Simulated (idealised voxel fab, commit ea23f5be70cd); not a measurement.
Name of the process module below: voxel capacitor over wiring
Pictured: cross-section cut, 205 nm wide, on a grid of 5 nm square cells.
Cross-sections here: square-cell grids, written as top-down lists of bands, a band being one or more rows of cells.
In this notation a band is specified by the heights of its top and bottom, in that order and in nm, after which its materials appear from left to right, each paired with its width in nm. The word "edge to edge" attached to a single material means that material fills the band from edge to edge; the word "air" stands for empty space.
For the purposes of this specification, 0 denotes the height below which the wafer in its as-received condition is composed wholly of one material, and the lowermost band, lacking a lower limit, extends downward without end, as expressed in "from 0 down".
So if you see something like "30..40" for the width, read it as the top row of the band sitting at the first number and the bottom row at the second, with every row in between moving by the same amount as the last.
Take "same as before" at face value: in the step it is given for, the cross-section changed in none of its cells.
"Sealed void listing" enumerates empty spaces isolated from the top, with no open way to it, that contain at least 8 cells, giving each as width x height at distance from the left edge, all three in nm.
Whatever follows a step's settings on its line is a remark the simulator itself makes about that step.
overlay nm: how far to the right of its planned place the mask lay on this masked step (negative: to the left).
Planned process steps:
- 1: RECEIVE | material Si
- 2: CONFORMAL_DEP | material SiO2 | thk nm 15
- 3: CONFORMAL_DEP | material SiCN | thk nm 5
- 4: DIRECTIONAL_DEP | material lowk | thk nm 25
- 5: PATTERN | tone open | mask id METAL_1 | material resist | width nm 30 | pitch nm 80 | thk nm 15 | overlay nm 0
- 6: DIRECTIONAL_ETCH | etch materials lowk | depth nm 25
- 7: DIRECTIONAL_ETCH | etch materials SiCN | depth nm 5
- 8: STRIP | etch materials resist
- 9: CONFORMAL_DEP | material TiN | thk nm 5
- 10: FILL_DEP | material Cu | thk nm 10
- 11: CMP | height nm 45
- 12: CONFORMAL_DEP | material SiCN | thk nm 5
- 13: DIRECTIONAL_DEP | material SiO2 | thk nm 15
- 14: MASKED_ETCH | tone open | mask id PLUG_1 | width nm 15 | etch materials SiO2 | depth nm 15 | overlay nm 0
- 15: MASKED_ETCH | tone open | mask id PLUG_1 | width nm 15 | etch materials SiCN | depth nm 5 | overlay nm 0
- 16: EPI | material Ru | thk nm 10
- 17: EPI | material Ru | thk nm 10
- 18: DIRECTIONAL_DEP | material TiN | thk nm 5
- 19: DIRECTIONAL_DEP | material SiN | thk nm 5
- 20: DIRECTIONAL_DEP | material TiN | thk nm 10
- 21: DIRECTIONAL_DEP | material aC | thk nm 10
- 22: PATTERN | tone cover | mask id UPPER_PLATE | material resist | width nm 55 | thk nm 25 | overlay nm 0
- 23: DIRECTIONAL_ETCH | etch materials aC | depth nm 10
- 24: STRIP | etch materials resist
- 25: DIRECTIONAL_ETCH | etch materials TiN | depth nm 10
- 26: DIRECTIONAL_ETCH | etch materials SiN | depth nm 5
- 27: STRIP | etch materials aC
- 28: PATTERN | tone cover | mask id LOWER_PLATE | material resist | width nm 65 | thk nm 20 | overlay nm 0
- 29: DIRECTIONAL_ETCH | etch materials TiN | depth nm 5
- 30: STRIP | etch materials resist
- 31: FILL_DEP | material SiO2 | thk nm 15
- 32: CMP | height nm 95
- 33: PATTERN | tone open | mask id PLUG_2 | material resist | width nm 15 | thk nm 15 | overlay nm 0
- 34: DIRECTIONAL_ETCH | etch materials SiO2 | depth nm 10
- 35: STRIP | etch materials resist
- 36: CONFORMAL_DEP | material TiN | thk nm 5
- 37: FILL_DEP | material Cu | thk nm 5
- 38: CMP | height nm 95
- 39: CONFORMAL_DEP | material SiN | thk nm 5
Account of the first of two wafers, which was processed as intended:
So this is the incoming wafer in cross-section - it's already been through step 1:
- from 0 down: Si edge to edge
- Sealed void listing: none
Cross-section of the wafer after step 2:
- from 15 to 0: SiO2 edge to edge
- Below 0 it's all the same as before, nothing changed down there.
Cross-section of the wafer after step 3:
- from 20 to 15: SiCN edge to edge
- Below 15 it's all the same as before, nothing changed down there.
Cross-section of the wafer after step 4:
- from 45 to 20: lowk edge to edge
- Below 20 it's all the same as before, nothing changed down there.
Cross-section of the wafer after step 5:
- from 60 to 45: 45 resist / 30 air / 50 resist / 30 air / 50 resist
- Below 45 it's all the same as before, nothing changed down there.
Cross-section of the wafer after step 6:
- from 60 to 45: 45 resist / 30 air / 50 resist / 30 air / 50 resist
- from 45 to 20: 45 lowk / 30 air / 50 lowk / 30 air / 50 lowk
- Below 20 it's all the same as before, nothing changed down there.
Cross-section of the wafer after step 7:
- from 60 to 45: 45 resist / 30 air / 50 resist / 30 air / 50 resist
- from 45 to 20: 45 lowk / 30 air / 50 lowk / 30 air / 50 lowk
- from 20 to 15: 45 SiCN / 30 air / 50 SiCN / 30 air / 50 SiCN
- Below 15 it's all the same as before, nothing changed down there.
Cross-section of the wafer after step 8:
- from 45 to 20: 45 lowk / 30 air / 50 lowk / 30 air / 50 lowk
- Below 20 it's all the same as before, nothing changed down there.
Cross-section of the wafer after step 9:
- from 50 to 45: 50 TiN / 20 air / 60 TiN / 20 air / 55 TiN
- from 45 to 20: 45 lowk / 5 TiN / 20 air / 5 TiN / 50 lowk / 5 TiN / 20 air / 5 TiN / 50 lowk
- from 20 to 15: 45 SiCN / 30 TiN / 50 SiCN / 30 TiN / 50 SiCN
- Below 15 it's all the same as before, nothing changed down there.
Cross-section of the wafer after step 10:
- from 60 to 50: Cu edge to edge
- from 50 to 45: 50 TiN / 20 Cu / 60 TiN / 20 Cu / 55 TiN
- from 45 to 20: 45 lowk / 5 TiN / 20 Cu / 5 TiN / 50 lowk / 5 TiN / 20 Cu / 5 TiN / 50 lowk
- Below 20 it's all the same as before, nothing changed down there.
Cross-section of the wafer after step 11:
- from 45 to 20: 45 lowk / 5 TiN / 20 Cu / 5 TiN / 50 lowk / 5 TiN / 20 Cu / 5 TiN / 50 lowk
- Below 20 it's all the same as before, nothing changed down there.
Cross-section of the wafer after step 12:
- from 50 to 45: SiCN edge to edge
- Below 45 it's all the same as before, nothing changed down there.
Cross-section of the wafer after step 13:
- from 65 to 50: SiO2 edge to edge
- Below 50 it's all the same as before, nothing changed down there.
Cross-section of the wafer after step 14:
- from 65 to 50: 60 SiO2 / 15 air / 130 SiO2
- Below 50 it's all the same as before, nothing changed down there.
Cross-section of the wafer after step 15:
- from 65 to 50: 60 SiO2 / 15 air / 130 SiO2
- from 50 to 45: 60 SiCN / 15 air / 130 SiCN
- Below 45 it's all the same as before, nothing changed down there.
Cross-section of the wafer after step 16:
- from 65 to 55: 60 SiO2 / 15 air / 130 SiO2
- from 55 to 50: 60 SiO2 / 15 Ru / 130 SiO2
- from 50 to 45: 60 SiCN / 15 Ru / 130 SiCN
- Below 45 it's all the same as before, nothing changed down there.
Cross-section of the wafer after step 17:
- from 65 to 50: 60 SiO2 / 15 Ru / 130 SiO2
- Below 50 it's all the same as before, nothing changed down there.
Cross-section of the wafer after step 18:
- from 70 to 65: TiN edge to edge
- Below 65 it's all the same as before, nothing changed down there.
Cross-section of the wafer after step 19:
- from 75 to 70: SiN edge to edge
- Below 70 it's all the same as before, nothing changed down there.
Cross-section of the wafer after step 20:
- from 85 to 75: TiN edge to edge
- Below 75 it's all the same as before, nothing changed down there.
Cross-section of the wafer after step 21:
- from 95 to 85: aC edge to edge
- Below 85 it's all the same as before, nothing changed down there.
Cross-section of the wafer after step 22:
- from 120 to 95: 60 air / 55 resist / 90 air
- Below 95 it's all the same as before, nothing changed down there.
Cross-section of the wafer after step 23:
- from 110 to 95: 60 air / 55 resist / 90 air
- from 95 to 85: 60 air / 55 aC / 90 air
- Below 85 it's all the same as before, nothing changed down there.
Cross-section of the wafer after step 24:
- from 95 to 85: 60 air / 55 aC / 90 air
- Below 85 it's all the same as before, nothing changed down there.
Cross-section of the wafer after step 25:
- from 95 to 85: 60 air / 55 aC / 90 air
- from 85 to 75: 60 air / 55 TiN / 90 air
- Below 75 it's all the same as before, nothing changed down there.
Cross-section of the wafer after step 26:
- from 95 to 85: 60 air / 55 aC / 90 air
- from 85 to 75: 60 air / 55 TiN / 90 air
- from 75 to 70: 60 air / 55 SiN / 90 air
- Below 70 it's all the same as before, nothing changed down there.
Cross-section of the wafer after step 27:
- from 85 to 75: 60 air / 55 TiN / 90 air
- Below 75 it's all the same as before, nothing changed down there.
Cross-section of the wafer after step 28:
- from 105 to 85: 55 air / 65 resist / 85 air
- from 85 to 75: 55 air / 5 resist / 55 TiN / 5 resist / 85 air
- from 75 to 70: 55 air / 5 resist / 55 SiN / 5 resist / 85 air
- Below 70 it's all the same as before, nothing changed down there.
Cross-section of the wafer after step 29:
- from 105 to 85: 55 air / 65 resist / 85 air
- from 85 to 75: 55 air / 5 resist / 55 TiN / 5 resist / 85 air
- from 75 to 70: 55 air / 5 resist / 55 SiN / 5 resist / 85 air
- from 70 to 65: 55 air / 65 TiN / 85 air
- Below 65 it's all the same as before, nothing changed down there.
Cross-section of the wafer after step 30:
- from 85 to 75: 60 air / 55 TiN / 90 air
- from 75 to 70: 60 air / 55 SiN / 90 air
- Below 70 it's all the same as before, nothing changed down there.
Cross-section of the wafer after step 31:
- from 100 to 85: SiO2 edge to edge
- from 85 to 75: 60 SiO2 / 55 TiN / 90 SiO2
- from 75 to 70: 60 SiO2 / 55 SiN / 90 SiO2
- from 70 to 65: 55 SiO2 / 65 TiN / 85 SiO2
- Below 65 it's all the same as before, nothing changed down there.
Cross-section of the wafer after step 32:
- from 95 to 85: SiO2 edge to edge
- Below 85 it's all the same as before, nothing changed down there.
Cross-section of the wafer after step 33:
- from 110 to 95: 70 resist / 15 air / 120 resist
- Below 95 it's all the same as before, nothing changed down there.
Cross-section of the wafer after step 34:
- from 110 to 95: 70 resist / 15 air / 120 resist
- from 95 to 85: 70 SiO2 / 15 air / 120 SiO2
- Below 85 it's all the same as before, nothing changed down there.
Cross-section of the wafer after step 35:
- from 95 to 85: 70 SiO2 / 15 air / 120 SiO2
- Below 85 it's all the same as before, nothing changed down there.
Cross-section of the wafer after step 36:
- from 100 to 95: 75 TiN / 5 air / 125 TiN
- from 95 to 90: 70 SiO2 / 5 TiN / 5 air / 5 TiN / 120 SiO2
- from 90 to 85: 70 SiO2 / 15 TiN / 120 SiO2
- Below 85 it's all the same as before, nothing changed down there.
Cross-section of the wafer after step 37:
- from 105 to 100: Cu edge to edge
- from 100 to 95: 75 TiN / 5 Cu / 125 TiN
- from 95 to 90: 70 SiO2 / 5 TiN / 5 Cu / 5 TiN / 120 SiO2
- Below 90 it's all the same as before, nothing changed down there.
Cross-section of the wafer after step 38:
- from 95 to 90: 70 SiO2 / 5 TiN / 5 Cu / 5 TiN / 120 SiO2
- Below 90 it's all the same as before, nothing changed down there.
Cross-section of the wafer after step 39:
- from 100 to 95: SiN edge to edge
- Below 95 it's all the same as before, nothing changed down there.
What follows concerns the second wafer, which started out like the first and was meant to follow the very same plan; one mistake crept in when it was run, but everything up to and including step 15 is the same as for the first wafer:
when step 17 should have ended:
- from 75 to 65: 50 air / 35 Ru / 120 air
- from 65 to 50: 60 SiO2 / 15 Ru / 130 SiO2
- from 50 to 45: 60 SiCN / 15 Ru / 130 SiCN
- Below 45 it's all the same as before, nothing changed down there.
when step 18 should have ended:
- from 80 to 75: 50 air / 35 TiN / 120 air
- from 75 to 70: 50 air / 35 Ru / 120 air
- from 70 to 65: 50 TiN / 35 Ru / 120 TiN
- Below 65 it's all the same as before, nothing changed down there.
when step 19 should have ended:
- from 85 to 80: 50 air / 35 SiN / 120 air
- from 80 to 75: 50 air / 35 TiN / 120 air
- from 75 to 70: 50 SiN / 35 Ru / 120 SiN
- Below 70 it's all the same as before, nothing changed down there.
when step 20 should have ended:
- from 95 to 85: 50 air / 35 TiN / 120 air
- from 85 to 80: 50 TiN / 35 SiN / 120 TiN
- from 80 to 75: TiN edge to edge
- Below 75 it's all the same as before, nothing changed down there.
when step 21 should have ended:
- from 105 to 95: 50 air / 35 aC / 120 air
- from 95 to 85: 50 aC / 35 TiN / 120 aC
- Below 85 it's all the same as before, nothing changed down there.
when step 22 should have ended:
- from 130 to 105: 60 air / 55 resist / 90 air
- from 105 to 95: 50 air / 35 aC / 30 resist / 90 air
- Below 95 it's all the same as before, nothing changed down there.
when step 23 should have ended:
- from 120 to 105: 60 air / 55 resist / 90 air
- from 105 to 95: 60 air / 25 aC / 30 resist / 90 air
- from 95 to 85: 50 air / 35 TiN / 30 aC / 90 air
- Below 85 it's all the same as before, nothing changed down there.
when step 24 should have ended:
- from 105 to 95: 60 air / 25 aC / 120 air
- Below 95 it's all the same as before, nothing changed down there.
when step 25 should have ended:
- from 105 to 95: 60 air / 25 aC / 120 air
- from 95 to 85: 60 air / 25 TiN / 30 aC / 90 air
- from 85 to 80: 50 air / 35 SiN / 30 TiN / 90 air
- from 80 to 75: 50 air / 65 TiN / 90 air
- Below 75 it's all the same as before, nothing changed down there.
when step 26 should have ended:
- from 105 to 95: 60 air / 25 aC / 120 air
- from 95 to 85: 60 air / 25 TiN / 30 aC / 90 air
- from 85 to 80: 60 air / 25 SiN / 30 TiN / 90 air
- from 80 to 75: 50 air / 65 TiN / 90 air
- from 75 to 70: 50 air / 35 Ru / 30 SiN / 90 air
- Below 70 it's all the same as before, nothing changed down there.
when step 27 should have ended:
- from 95 to 85: 60 air / 25 TiN / 120 air
- Below 85 it's all the same as before, nothing changed down there.
when step 28 should have ended:
- from 115 to 95: 55 air / 65 resist / 85 air
- from 95 to 85: 55 air / 5 resist / 25 TiN / 35 resist / 85 air
- from 85 to 80: 55 air / 5 resist / 25 SiN / 30 TiN / 5 resist / 85 air
- from 80 to 75: 50 air / 65 TiN / 5 resist / 85 air
- from 75 to 70: 50 air / 35 Ru / 30 SiN / 5 resist / 85 air
- Below 70 it's all the same as before, nothing changed down there.
when step 29 should have ended:
- from 115 to 95: 55 air / 65 resist / 85 air
- from 95 to 85: 55 air / 5 resist / 25 TiN / 35 resist / 85 air
- from 85 to 80: 55 air / 5 resist / 25 SiN / 30 TiN / 5 resist / 85 air
- from 80 to 75: 55 air / 60 TiN / 5 resist / 85 air
- from 75 to 70: 50 air / 35 Ru / 30 SiN / 5 resist / 85 air
- from 70 to 65: 50 air / 35 Ru / 35 TiN / 85 air
- Below 65 it's all the same as before, nothing changed down there.
when step 30 should have ended:
- from 95 to 85: 60 air / 25 TiN / 120 air
- from 85 to 80: 60 air / 25 SiN / 30 TiN / 90 air
- from 80 to 75: 55 air / 60 TiN / 90 air
- from 75 to 70: 50 air / 35 Ru / 30 SiN / 90 air
- Below 70 it's all the same as before, nothing changed down there.
when step 31 should have ended:
- from 110 to 95: SiO2 edge to edge
- from 95 to 85: 60 SiO2 / 25 TiN / 120 SiO2
- from 85 to 80: 60 SiO2 / 25 SiN / 30 TiN / 90 SiO2
- from 80 to 75: 55 SiO2 / 60 TiN / 90 SiO2
- from 75 to 70: 50 SiO2 / 35 Ru / 30 SiN / 90 SiO2
- from 70 to 65: 50 SiO2 / 35 Ru / 35 TiN / 85 SiO2
- Below 65 it's all the same as before, nothing changed down there.
when step 32 should have ended:
- from 95 to 85: 60 SiO2 / 25 TiN / 120 SiO2
- Below 85 it's all the same as before, nothing changed down there.
when step 33 should have ended:
- from 110 to 95: 70 resist / 15 air / 120 resist
- Below 95 it's all the same as before, nothing changed down there.
when step 34 should have ended: same as before
when step 35 should have ended:
- from 95 to 85: 60 SiO2 / 25 TiN / 120 SiO2
- Below 85 it's all the same as before, nothing changed down there.
when step 36 should have ended:
- from 100 to 95: TiN edge to edge
- Below 95 it's all the same as before, nothing changed down there.
when step 37 should have ended:
- from 105 to 100: Cu edge to edge
- Below 100 it's all the same as before, nothing changed down there.
when step 38 should have ended:
- from 95 to 85: 60 SiO2 / 25 TiN / 120 SiO2
- Below 85 it's all the same as before, nothing changed down there.
when step 39 should have ended:
- from 100 to 95: SiN edge to edge
- Below 95 it's all the same as before, nothing changed down there.
Misprocessing identified: one of the matching steps 16 and 17 was carried out twice, and there is no way to identify which
Bottom line after processing is that, in cells, the second wafer is up or down on some materials versus the first: Cu -1 | Ru +14 | SiO2 -8 | TiN -5
